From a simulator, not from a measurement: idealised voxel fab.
Process module under the name voxel local oxidation
Each square cell in cross-section cut measures 5 nm, and the section as a whole is 175 nm wide.
Each cross-section below is a grid of square cells, stated as bands in top-down order, with one or more rows of cells making up each band.
Band: top and bottom heights (nm) first, top before bottom; then materials from left to right, widths in nm. "all across" marks a sole material filling the band edge to edge. "blank" denotes empty space.
Convention: height 0 is the level below which the wafer, as received, is all one material. The lowest band does not terminate at the bottom but continues downward, represented as "0 and below".
The width entry "30->40" should be interpreted row by row: the top row of cells in the band takes the first number, the bottom row takes the second number, and the change between adjacent rows is uniform throughout.
Take "nothing altered" at face value: in the step it is given for, the cross-section changed in none of its cells.
Empty spaces without an open route to the top, at least 8 cells in extent, make up the entry "Unvented voids"; each is given as width x height at distance, where the distance is measured from the left edge, and all are in nm.
Past the settings on a step's line: simulator remark, on that step.
Each step line may optionally specify "overlay nm", which for a step with a mask gives the rightward distance between the mask's planned place and where it lay, a negative value indicating the leftward direction.

Process steps - plan:
1 RECEIVE with material Si
2 OXIDIZE with depth nm 5
3 CONFORMAL_DEP with material SiN, thk nm 10
4 MASKED_ETCH with tone cover, mask id ACTIVE, width nm 115, etch materials SiN, depth nm 10, overlay nm 0
5 SELECTIVE_ETCH with etch materials SiO2, depth nm 5
6 OXIDIZE with depth nm 15
7 STRIP with etch materials SiN

Wafer as received: cross-section following step 1:
    0 and below  Si all across
    Unvented voids: none

Module complete, cross-section. Starting point and plan per above. One mistake made in running the module:
    -5 down to -20  SiO2 all across
    -20 and below  Si all across
    Unvented voids: none
What went wrong in running the wafer? plan step 3: skipped, not run
